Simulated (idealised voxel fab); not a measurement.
process module | voxel transistor to metal
cross-section cut | 285 nm wide | cells 5 nm
A cross-section is a grid of square cells, given in bands from the top down. A band is one or more rows of cells.
Each band's line starts with the height of the band's top and of its bottom, in nm. Then come its materials from left to right, each with its width in nm. One material with "throughout" fills the band from edge to edge. "air" is empty space.
Height 0 is the level under which the wafer as received is all one material. The lowest band goes on downwards, as in "0 down".
A width such as "30 to 40" changes by the same amount from each row of cells to the next, from the band's top row to its bottom row.
"no change" after a step means that no cell of the cross-section changed.
closed voids: empty space of 8 cells or more with no open way to the top, each as width x height at its distance from the left edge, in nm
after a step's settings: what the simulator itself notes on the step
overlay nm, on a step with a mask: how far to the right of its planned place the mask lay; to the left if negative
plan
1 op RECEIVE | material Si
2 op CONFORMAL_DEP | material SiO2 | thk nm 5
3 op CONFORMAL_DEP | material SiN | thk nm 10
4 op DIRECTIONAL_DEP | material aC | thk nm 10
5 op PATTERN | tone cover | mask id ACTIVE | material resist | width nm 90 | pitch nm 115 | thk nm 25 | overlay nm 0
6 op DIRECTIONAL_ETCH | etch materials aC | depth nm 10
7 op STRIP | etch materials resist
8 op DIRECTIONAL_ETCH | etch materials SiN | depth nm 10
9 op DIRECTIONAL_ETCH | etch materials SiO2 | depth nm 5
10 op DIRECTIONAL_ETCH | etch materials Si | depth nm 25
11 op STRIP | etch materials aC
12 op FILL_DEP | material SiO2 | thk nm 10
13 op CMP | height nm 15
14 op SELECTIVE_ETCH | etch materials SiO2 | depth nm 10
15 op STRIP | etch materials SiN
16 op SELECTIVE_ETCH | etch materials SiO2 | depth nm 5
17 op OXIDIZE | depth nm 5
18 op DIRECTIONAL_DEP | material polySi | thk nm 30
19 op DIRECTIONAL_DEP | material SiCN | thk nm 15
20 op PATTERN | tone cover | mask id GATE | material resist | width nm 20 | pitch nm 115 | thk nm 20 | overlay nm 0
21 op DIRECTIONAL_ETCH | etch materials SiCN | depth nm 25
22 op DIRECTIONAL_ETCH | etch materials polySi | depth nm 40
23 op STRIP | etch materials resist
24 op CONFORMAL_DEP | material SiO2 | thk nm 5
25 op DIRECTIONAL_ETCH | etch materials SiO2 | depth nm 5
26 op CONFORMAL_DEP | material SiN | thk nm 5
27 op DIRECTIONAL_ETCH | etch materials SiN | depth nm 5
28 op DIRECTIONAL_ETCH | etch materials SiO2 | depth nm 5
29 op DIRECTIONAL_ETCH | etch materials Si | depth nm 10
30 op EPI | material SiGe | thk nm 15
31 op FILL_DEP | material SiO2 | thk nm 5
32 op CMP | height nm 45
33 op DIRECTIONAL_DEP | material SiO2 | thk nm 15
34 op PATTERN | tone open | mask id CONTACT | material resist | width nm 15 | thk nm 20 | overlay nm 0
35 op DIRECTIONAL_ETCH | etch materials SiO2 | depth nm 60
36 op STRIP | etch materials resist
37 op CONFORMAL_DEP | material TiN | thk nm 5
38 op FILL_DEP | material Ru | thk nm 10
39 op CMP | height nm 60
40 op CONFORMAL_DEP | material SiCN | thk nm 5
41 op DIRECTIONAL_DEP | material lowk | thk nm 15
42 op PATTERN | tone open | mask id METAL_1 | material resist | width nm 15 | thk nm 15 | overlay nm 0
43 op DIRECTIONAL_ETCH | etch materials lowk | depth nm 15
44 op DIRECTIONAL_ETCH | etch materials SiCN | depth nm 5
45 op STRIP | etch materials resist
46 op CONFORMAL_DEP | material TiN | thk nm 5
47 op FILL_DEP | material W | thk nm 5
48 op CMP | height nm 80
49 op CONFORMAL_DEP | material SiCN | thk nm 5
50 op DIRECTIONAL_DEP | material lowk | thk nm 30
51 op DIRECTIONAL_DEP | material aC | thk nm 15
52 op PATTERN | tone open | mask id METAL_2 | material resist | width nm 15 | pitch nm 115 | thk nm 30 | overlay nm 0
53 op DIRECTIONAL_ETCH | etch materials aC | depth nm 15
54 op STRIP | etch materials resist
55 op DIRECTIONAL_ETCH | etch materials lowk | depth nm 20
56 op STRIP | etch materials aC
57 op PATTERN | tone open | mask id METAL_2_HOLES | material resist | width nm 15 | pitch nm 115 | thk nm 20 | overlay nm 0
58 op DIRECTIONAL_ETCH | etch materials lowk | depth nm 10
59 op DIRECTIONAL_ETCH | etch materials SiCN | depth nm 5
60 op STRIP | etch materials resist
61 op CONFORMAL_DEP | material TiN | thk nm 5
62 op FILL_DEP | material Cu | thk nm 5
63 op CMP | height nm 115
64 op CONFORMAL_DEP | material SiN | thk nm 5
first wafer, as planned
as received, after step 1
  0 down: Si throughout
  closed voids: none
after step 2
  5 to 0: SiO2 throughout
  below 0: unchanged
after step 3
  15 to 5: SiN throughout
  below 5: unchanged
after step 4
  25 to 15: aC throughout
  below 15: unchanged
after step 5
  50 to 25: air 40 | resist 90 | air 25 | resist 90 | air 40
  below 25: unchanged
after step 6
  40 to 25: air 40 | resist 90 | air 25 | resist 90 | air 40
  25 to 15: air 40 | aC 90 | air 25 | aC 90 | air 40
  below 15: unchanged
after step 7
  25 to 15: air 40 | aC 90 | air 25 | aC 90 | air 40
  below 15: unchanged
after step 8
  25 to 15: air 40 | aC 90 | air 25 | aC 90 | air 40
  15 to 5: air 40 | SiN 90 | air 25 | SiN 90 | air 40
  below 5: unchanged
after step 9
  25 to 15: air 40 | aC 90 | air 25 | aC 90 | air 40
  15 to 5: air 40 | SiN 90 | air 25 | SiN 90 | air 40
  5 to 0: air 40 | SiO2 90 | air 25 | SiO2 90 | air 40
  below 0: unchanged
after step 10
  25 to 15: air 40 | aC 90 | air 25 | aC 90 | air 40
  15 to 5: air 40 | SiN 90 | air 25 | SiN 90 | air 40
  5 to 0: air 40 | SiO2 90 | air 25 | SiO2 90 | air 40
  0 to -25: air 40 | Si 90 | air 25 | Si 90 | air 40
  below -25: unchanged
after step 11
  15 to 5: air 40 | SiN 90 | air 25 | SiN 90 | air 40
  below 5: unchanged
after step 12
  25 to 15: SiO2 throughout
  15 to 5: SiO2 40 | SiN 90 | SiO2 25 | SiN 90 | SiO2 40
  5 to 0: SiO2 throughout
  0 to -25: SiO2 40 | Si 90 | SiO2 25 | Si 90 | SiO2 40
  below -25: unchanged
after step 13
  15 to 5: SiO2 40 | SiN 90 | SiO2 25 | SiN 90 | SiO2 40
  below 5: unchanged
after step 14
  15 to 5: air 40 | SiN 90 | air 25 | SiN 90 | air 40
  below 5: unchanged
after step 15
  5 to 0: SiO2 throughout
  below 0: unchanged
after step 16
  0 to -25: SiO2 40 | Si 90 | SiO2 25 | Si 90 | SiO2 40
  below -25: unchanged
after step 17
  0 to -5: SiO2 throughout
  below -5: unchanged
after step 18
  30 to 0: polySi throughout
  below 0: unchanged
after step 19
  45 to 30: SiCN throughout
  below 30: unchanged
after step 20
  65 to 45: air 75 | resist 20 | air 95 | resist 20 | air 75
  below 45: unchanged
after step 21
  65 to 45: air 75 | resist 20 | air 95 | resist 20 | air 75
  45 to 30: air 75 | SiCN 20 | air 95 | SiCN 20 | air 75
  below 30: unchanged
after step 22
  65 to 45: air 75 | resist 20 | air 95 | resist 20 | air 75
  45 to 30: air 75 | SiCN 20 | air 95 | SiCN 20 | air 75
  30 to 0: air 75 | polySi 20 | air 95 | polySi 20 | air 75
  below 0: unchanged
after step 23
  45 to 30: air 75 | SiCN 20 | air 95 | SiCN 20 | air 75
  below 30: unchanged
after step 24
  50 to 45: air 70 | SiO2 30 | air 85 | SiO2 30 | air 70
  45 to 30: air 70 | SiO2 5 | SiCN 20 | SiO2 5 | air 85 | SiO2 5 | SiCN 20 | SiO2 5 | air 70
  30 to 5: air 70 | SiO2 5 | polySi 20 | SiO2 5 | air 85 | SiO2 5 | polySi 20 | SiO2 5 | air 70
  5 to 0: SiO2 75 | polySi 20 | SiO2 95 | polySi 20 | SiO2 75
  below 0: unchanged
after step 25
  45 to 30: air 70 | SiO2 5 | SiCN 20 | SiO2 5 | air 85 | SiO2 5 | SiCN 20 | SiO2 5 | air 70
  30 to 0: air 70 | SiO2 5 | polySi 20 | SiO2 5 | air 85 | SiO2 5 | polySi 20 | SiO2 5 | air 70
  below 0: unchanged
after step 26
  50 to 45: air 65 | SiN 40 | air 75 | SiN 40 | air 65
  45 to 30: air 65 | SiN 5 | SiO2 5 | SiCN 20 | SiO2 5 | SiN 5 | air 75 | SiN 5 | SiO2 5 | SiCN 20 | SiO2 5 | SiN 5 | air 65
  30 to 5: air 65 | SiN 5 | SiO2 5 | polySi 20 | SiO2 5 | SiN 5 | air 75 | SiN 5 | SiO2 5 | polySi 20 | SiO2 5 | SiN 5 | air 65
  5 to 0: SiN 70 | SiO2 5 | polySi 20 | SiO2 5 | SiN 85 | SiO2 5 | polySi 20 | SiO2 5 | SiN 70
  below 0: unchanged
after step 27
  45 to 30: air 65 | SiN 5 | SiO2 5 | SiCN 20 | SiO2 5 | SiN 5 | air 75 | SiN 5 | SiO2 5 | SiCN 20 | SiO2 5 | SiN 5 | air 65
  30 to 0: air 65 | SiN 5 | SiO2 5 | polySi 20 | SiO2 5 | SiN 5 | air 75 | SiN 5 | SiO2 5 | polySi 20 | SiO2 5 | SiN 5 | air 65
  below 0: unchanged
after step 28
  45 to 40: air 65 | SiN 5 | air 5 | SiCN 20 | air 5 | SiN 5 | air 75 | SiN 5 | air 5 | SiCN 20 | air 5 | SiN 5 | air 65
  40 to 30: air 65 | SiN 5 | SiO2 5 | SiCN 20 | SiO2 5 | SiN 5 | air 75 | SiN 5 | SiO2 5 | SiCN 20 | SiO2 5 | SiN 5 | air 65
  30 to 0: air 65 | SiN 5 | SiO2 5 | polySi 20 | SiO2 5 | SiN 5 | air 75 | SiN 5 | SiO2 5 | polySi 20 | SiO2 5 | SiN 5 | air 65
  0 to -5: air 65 | SiO2 40 | air 75 | SiO2 40 | air 65
  below -5: unchanged
after step 29
  45 to 40: air 65 | SiN 5 | air 5 | SiCN 20 | air 5 | SiN 5 | air 75 | SiN 5 | air 5 | SiCN 20 | air 5 | SiN 5 | air 65
  40 to 30: air 65 | SiN 5 | SiO2 5 | SiCN 20 | SiO2 5 | SiN 5 | air 75 | SiN 5 | SiO2 5 | SiCN 20 | SiO2 5 | SiN 5 | air 65
  30 to 0: air 65 | SiN 5 | SiO2 5 | polySi 20 | SiO2 5 | SiN 5 | air 75 | SiN 5 | SiO2 5 | polySi 20 | SiO2 5 | SiN 5 | air 65
  0 to -5: air 65 | SiO2 40 | air 75 | SiO2 40 | air 65
  -5 to -15: SiO2 40 | air 25 | Si 40 | air 25 | SiO2 25 | air 25 | Si 40 | air 25 | SiO2 40
  below -15: unchanged
after step 30
  45 to 40: air 65 | SiN 5 | air 5 | SiCN 20 | air 5 | SiN 5 | air 75 | SiN 5 | air 5 | SiCN 20 | air 5 | SiN 5 | air 65
  40 to 30: air 65 | SiN 5 | SiO2 5 | SiCN 20 | SiO2 5 | SiN 5 | air 75 | SiN 5 | SiO2 5 | SiCN 20 | SiO2 5 | SiN 5 | air 65
  30 to 10: air 65 | SiN 5 | SiO2 5 | polySi 20 | SiO2 5 | SiN 5 | air 75 | SiN 5 | SiO2 5 | polySi 20 | SiO2 5 | SiN 5 | air 65
  10 to 0: air 50 | SiGe 15 | SiN 5 | SiO2 5 | polySi 20 | SiO2 5 | SiN 5 | SiGe 15 | air 45 | SiGe 15 | SiN 5 | SiO2 5 | polySi 20 | SiO2 5 | SiN 5 | SiGe 15 | air 50
  0 to -5: air 35 | SiGe 30 | SiO2 40 | SiGe 30 | air 15 | SiGe 30 | SiO2 40 | SiGe 30 | air 35
  -5 to -15: SiO2 40 | SiGe 25 | Si 40 | SiGe 25 | SiO2 25 | SiGe 25 | Si 40 | SiGe 25 | SiO2 40
  below -15: unchanged
after step 31
  50 to 45: SiO2 throughout
  45 to 30: SiO2 65 | SiN 5 | SiO2 5 | SiCN 20 | SiO2 5 | SiN 5 | SiO2 75 | SiN 5 | SiO2 5 | SiCN 20 | SiO2 5 | SiN 5 | SiO2 65
  30 to 10: SiO2 65 | SiN 5 | SiO2 5 | polySi 20 | SiO2 5 | SiN 5 | SiO2 75 | SiN 5 | SiO2 5 | polySi 20 | SiO2 5 | SiN 5 | SiO2 65
  10 to 0: SiO2 50 | SiGe 15 | SiN 5 | SiO2 5 | polySi 20 | SiO2 5 | SiN 5 | SiGe 15 | SiO2 45 | SiGe 15 | SiN 5 | SiO2 5 | polySi 20 | SiO2 5 | SiN 5 | SiGe 15 | SiO2 50
  0 to -5: SiO2 35 | SiGe 30 | SiO2 40 | SiGe 30 | SiO2 15 | SiGe 30 | SiO2 40 | SiGe 30 | SiO2 35
  below -5: unchanged
after step 32
  45 to 30: SiO2 65 | SiN 5 | SiO2 5 | SiCN 20 | SiO2 5 | SiN 5 | SiO2 75 | SiN 5 | SiO2 5 | SiCN 20 | SiO2 5 | SiN 5 | SiO2 65
  below 30: unchanged
after step 33
  60 to 45: SiO2 throughout
  below 45: unchanged
after step 34
  80 to 60: resist 45 | air 15 | resist 50 | air 15 | resist 35 | air 15 | resist 50 | air 15 | resist 45
  below 60: unchanged
after step 35
  80 to 60: resist 45 | air 15 | resist 50 | air 15 | resist 35 | air 15 | resist 50 | air 15 | resist 45
  60 to 45: SiO2 45 | air 15 | SiO2 50 | air 15 | SiO2 35 | air 15 | SiO2 50 | air 15 | SiO2 45
  45 to 30: SiO2 45 | air 15 | SiO2 5 | SiN 5 | SiO2 5 | SiCN 20 | SiO2 5 | SiN 5 | SiO2 5 | air 15 | SiO2 35 | air 15 | SiO2 5 | SiN 5 | SiO2 5 | SiCN 20 | SiO2 5 | SiN 5 | SiO2 5 | air 15 | SiO2 45
  30 to 10: SiO2 45 | air 15 | SiO2 5 | SiN 5 | SiO2 5 | polySi 20 | SiO2 5 | SiN 5 | SiO2 5 | air 15 | SiO2 35 | air 15 | SiO2 5 | SiN 5 | SiO2 5 | polySi 20 | SiO2 5 | SiN 5 | SiO2 5 | air 15 | SiO2 45
  10 to 0: SiO2 45 | air 5 | SiGe 15 | SiN 5 | SiO2 5 | polySi 20 | SiO2 5 | SiN 5 | SiGe 15 | air 5 | SiO2 35 | air 5 | SiGe 15 | SiN 5 | SiO2 5 | polySi 20 | SiO2 5 | SiN 5 | SiGe 15 | air 5 | SiO2 45
  below 0: unchanged
after step 36
  60 to 45: SiO2 45 | air 15 | SiO2 50 | air 15 | SiO2 35 | air 15 | SiO2 50 | air 15 | SiO2 45
  below 45: unchanged
after step 37
  65 to 60: TiN 50 | air 5 | TiN 60 | air 5 | TiN 45 | air 5 | TiN 60 | air 5 | TiN 50
  60 to 45: SiO2 45 | TiN 5 | air 5 | TiN 5 | SiO2 50 | TiN 5 | air 5 | TiN 5 | SiO2 35 | TiN 5 | air 5 | TiN 5 | SiO2 50 | TiN 5 | air 5 | TiN 5 | SiO2 45
  45 to 30: SiO2 45 | TiN 5 | air 5 | TiN 5 | SiO2 5 | SiN 5 | SiO2 5 | SiCN 20 | SiO2 5 | SiN 5 | SiO2 5 | TiN 5 | air 5 | TiN 5 | SiO2 35 | TiN 5 | air 5 | TiN 5 | SiO2 5 | SiN 5 | SiO2 5 | SiCN 20 | SiO2 5 | SiN 5 | SiO2 5 | TiN 5 | air 5 | TiN 5 | SiO2 45
  30 to 15: SiO2 45 | TiN 5 | air 5 | TiN 5 | SiO2 5 | SiN 5 | SiO2 5 | polySi 20 | SiO2 5 | SiN 5 | SiO2 5 | TiN 5 | air 5 | TiN 5 | SiO2 35 | TiN 5 | air 5 | TiN 5 | SiO2 5 | SiN 5 | SiO2 5 | polySi 20 | SiO2 5 | SiN 5 | SiO2 5 | TiN 5 | air 5 | TiN 5 | SiO2 45
  15 to 10: SiO2 45 | TiN 15 | SiO2 5 | SiN 5 | SiO2 5 | polySi 20 | SiO2 5 | SiN 5 | SiO2 5 | TiN 15 | SiO2 35 | TiN 15 | SiO2 5 | SiN 5 | SiO2 5 | polySi 20 | SiO2 5 | SiN 5 | SiO2 5 | TiN 15 | SiO2 45
  10 to 0: SiO2 45 | TiN 5 | SiGe 15 | SiN 5 | SiO2 5 | polySi 20 | SiO2 5 | SiN 5 | SiGe 15 | TiN 5 | SiO2 35 | TiN 5 | SiGe 15 | SiN 5 | SiO2 5 | polySi 20 | SiO2 5 | SiN 5 | SiGe 15 | TiN 5 | SiO2 45
  below 0: unchanged
after step 38
  75 to 65: Ru throughout
  65 to 60: TiN 50 | Ru 5 | TiN 60 | Ru 5 | TiN 45 | Ru 5 | TiN 60 | Ru 5 | TiN 50
  60 to 45: SiO2 45 | TiN 5 | Ru 5 | TiN 5 | SiO2 50 | TiN 5 | Ru 5 | TiN 5 | SiO2 35 | TiN 5 | Ru 5 | TiN 5 | SiO2 50 | TiN 5 | Ru 5 | TiN 5 | SiO2 45
  45 to 30: SiO2 45 | TiN 5 | Ru 5 | TiN 5 | SiO2 5 | SiN 5 | SiO2 5 | SiCN 20 | SiO2 5 | SiN 5 | SiO2 5 | TiN 5 | Ru 5 | TiN 5 | SiO2 35 | TiN 5 | Ru 5 | TiN 5 | SiO2 5 | SiN 5 | SiO2 5 | SiCN 20 | SiO2 5 | SiN 5 | SiO2 5 | TiN 5 | Ru 5 | TiN 5 | SiO2 45
  30 to 15: SiO2 45 | TiN 5 | Ru 5 | TiN 5 | SiO2 5 | SiN 5 | SiO2 5 | polySi 20 | SiO2 5 | SiN 5 | SiO2 5 | TiN 5 | Ru 5 | TiN 5 | SiO2 35 | TiN 5 | Ru 5 | TiN 5 | SiO2 5 | SiN 5 | SiO2 5 | polySi 20 | SiO2 5 | SiN 5 | SiO2 5 | TiN 5 | Ru 5 | TiN 5 | SiO2 45
  below 15: unchanged
after step 39
  60 to 45: SiO2 45 | TiN 5 | Ru 5 | TiN 5 | SiO2 50 | TiN 5 | Ru 5 | TiN 5 | SiO2 35 | TiN 5 | Ru 5 | TiN 5 | SiO2 50 | TiN 5 | Ru 5 | TiN 5 | SiO2 45
  below 45: unchanged
after step 40
  65 to 60: SiCN throughout
  below 60: unchanged
after step 41
  80 to 65: lowk throughout
  below 65: unchanged
after step 42
  95 to 80: resist 45 | air 15 | resist 50 | air 15 | resist 35 | air 15 | resist 50 | air 15 | resist 45
  below 80: unchanged
after step 43
  95 to 80: resist 45 | air 15 | resist 50 | air 15 | resist 35 | air 15 | resist 50 | air 15 | resist 45
  80 to 65: lowk 45 | air 15 | lowk 50 | air 15 | lowk 35 | air 15 | lowk 50 | air 15 | lowk 45
  below 65: unchanged
after step 44
  95 to 80: resist 45 | air 15 | resist 50 | air 15 | resist 35 | air 15 | resist 50 | air 15 | resist 45
  80 to 65: lowk 45 | air 15 | lowk 50 | air 15 | lowk 35 | air 15 | lowk 50 | air 15 | lowk 45
  65 to 60: SiCN 45 | air 15 | SiCN 50 | air 15 | SiCN 35 | air 15 | SiCN 50 | air 15 | SiCN 45
  below 60: unchanged
after step 45
  80 to 65: lowk 45 | air 15 | lowk 50 | air 15 | lowk 35 | air 15 | lowk 50 | air 15 | lowk 45
  below 65: unchanged
after step 46
  85 to 80: TiN 50 | air 5 | TiN 60 | air 5 | TiN 45 | air 5 | TiN 60 | air 5 | TiN 50
  80 to 65: lowk 45 | TiN 5 | air 5 | TiN 5 | lowk 50 | TiN 5 | air 5 | TiN 5 | lowk 35 | TiN 5 | air 5 | TiN 5 | lowk 50 | TiN 5 | air 5 | TiN 5 | lowk 45
  65 to 60: SiCN 45 | TiN 15 | SiCN 50 | TiN 15 | SiCN 35 | TiN 15 | SiCN 50 | TiN 15 | SiCN 45
  below 60: unchanged
after step 47
  90 to 85: W throughout
  85 to 80: TiN 50 | W 5 | TiN 60 | W 5 | TiN 45 | W 5 | TiN 60 | W 5 | TiN 50
  80 to 65: lowk 45 | TiN 5 | W 5 | TiN 5 | lowk 50 | TiN 5 | W 5 | TiN 5 | lowk 35 | TiN 5 | W 5 | TiN 5 | lowk 50 | TiN 5 | W 5 | TiN 5 | lowk 45
  below 65: unchanged
after step 48
  80 to 65: lowk 45 | TiN 5 | W 5 | TiN 5 | lowk 50 | TiN 5 | W 5 | TiN 5 | lowk 35 | TiN 5 | W 5 | TiN 5 | lowk 50 | TiN 5 | W 5 | TiN 5 | lowk 45
  below 65: unchanged
after step 49
  85 to 80: SiCN throughout
  below 80: unchanged
after step 50
  115 to 85: lowk throughout
  below 85: unchanged
after step 51
  130 to 115: aC throughout
  below 115: unchanged
after step 52
  160 to 130: resist 45 | air 15 | resist 100 | air 15 | resist 110
  below 130: unchanged
after step 53
  145 to 130: resist 45 | air 15 | resist 100 | air 15 | resist 110
  130 to 115: aC 45 | air 15 | aC 100 | air 15 | aC 110
  below 115: unchanged
after step 54
  130 to 115: aC 45 | air 15 | aC 100 | air 15 | aC 110
  below 115: unchanged
after step 55
  130 to 115: aC 45 | air 15 | aC 100 | air 15 | aC 110
  115 to 95: lowk 45 | air 15 | lowk 100 | air 15 | lowk 110
  below 95: unchanged
after step 56
  115 to 95: lowk 45 | air 15 | lowk 100 | air 15 | lowk 110
  below 95: unchanged
after step 57
  135 to 115: resist 45 | air 15 | resist 100 | air 15 | resist 110
  below 115: unchanged
after step 58
  135 to 115: resist 45 | air 15 | resist 100 | air 15 | resist 110
  115 to 85: lowk 45 | air 15 | lowk 100 | air 15 | lowk 110
  below 85: unchanged
after step 59
  135 to 115: resist 45 | air 15 | resist 100 | air 15 | resist 110
  115 to 85: lowk 45 | air 15 | lowk 100 | air 15 | lowk 110
  85 to 80: SiCN 45 | air 15 | SiCN 100 | air 15 | SiCN 110
  below 80: unchanged
after step 60
  115 to 85: lowk 45 | air 15 | lowk 100 | air 15 | lowk 110
  below 85: unchanged
after step 61
  120 to 115: TiN 50 | air 5 | TiN 110 | air 5 | TiN 115
  115 to 85: lowk 45 | TiN 5 | air 5 | TiN 5 | lowk 100 | TiN 5 | air 5 | TiN 5 | lowk 110
  85 to 80: SiCN 45 | TiN 15 | SiCN 100 | TiN 15 | SiCN 110
  below 80: unchanged
after step 62
  125 to 120: Cu throughout
  120 to 115: TiN 50 | Cu 5 | TiN 110 | Cu 5 | TiN 115
  115 to 85: lowk 45 | TiN 5 | Cu 5 | TiN 5 | lowk 100 | TiN 5 | Cu 5 | TiN 5 | lowk 110
  below 85: unchanged
after step 63
  115 to 85: lowk 45 | TiN 5 | Cu 5 | TiN 5 | lowk 100 | TiN 5 | Cu 5 | TiN 5 | lowk 110
  below 85: unchanged
after step 64
  120 to 115: SiN throughout
  below 115: unchanged
second wafer: like start, like plan, one mistake. Through step 56 it matches the first wafer
when step 57 should have ended
  135 to 115: air 45 | resist 15 | air 100 | resist 15 | air 110
  115 to 95: lowk 45 | resist 15 | lowk 100 | resist 15 | lowk 110
  below 95: unchanged
when step 58 should have ended
  135 to 105: air 45 | resist 15 | air 100 | resist 15 | air 110
  below 105: unchanged
when step 59 should have ended: no change
when step 60 should have ended
  105 to 95: lowk 45 | air 15 | lowk 100 | air 15 | lowk 110
  below 95: unchanged
when step 61 should have ended
  110 to 105: TiN 50 | air 5 | TiN 110 | air 5 | TiN 115
  105 to 100: lowk 45 | TiN 5 | air 5 | TiN 5 | lowk 100 | TiN 5 | air 5 | TiN 5 | lowk 110
  100 to 95: lowk 45 | TiN 15 | lowk 100 | TiN 15 | lowk 110
  below 95: unchanged
when step 62 should have ended
  115 to 110: Cu throughout
  110 to 105: TiN 50 | Cu 5 | TiN 110 | Cu 5 | TiN 115
  105 to 100: lowk 45 | TiN 5 | Cu 5 | TiN 5 | lowk 100 | TiN 5 | Cu 5 | TiN 5 | lowk 110
  below 100: unchanged
when step 63 should have ended: no change
when step 64 should have ended
  120 to 115: SiN throughout
  below 115: unchanged
what went wrong: step 57 ran as: op PATTERN | tone cover | mask id METAL_2_HOLES | material resist | width nm 15 | pitch nm 115 | thk nm 20 | overlay nm 0
at the end the second wafer has, in cells: 49 more of Cu | 6 more of SiCN | 35 more of TiN | 90 fewer of lowk
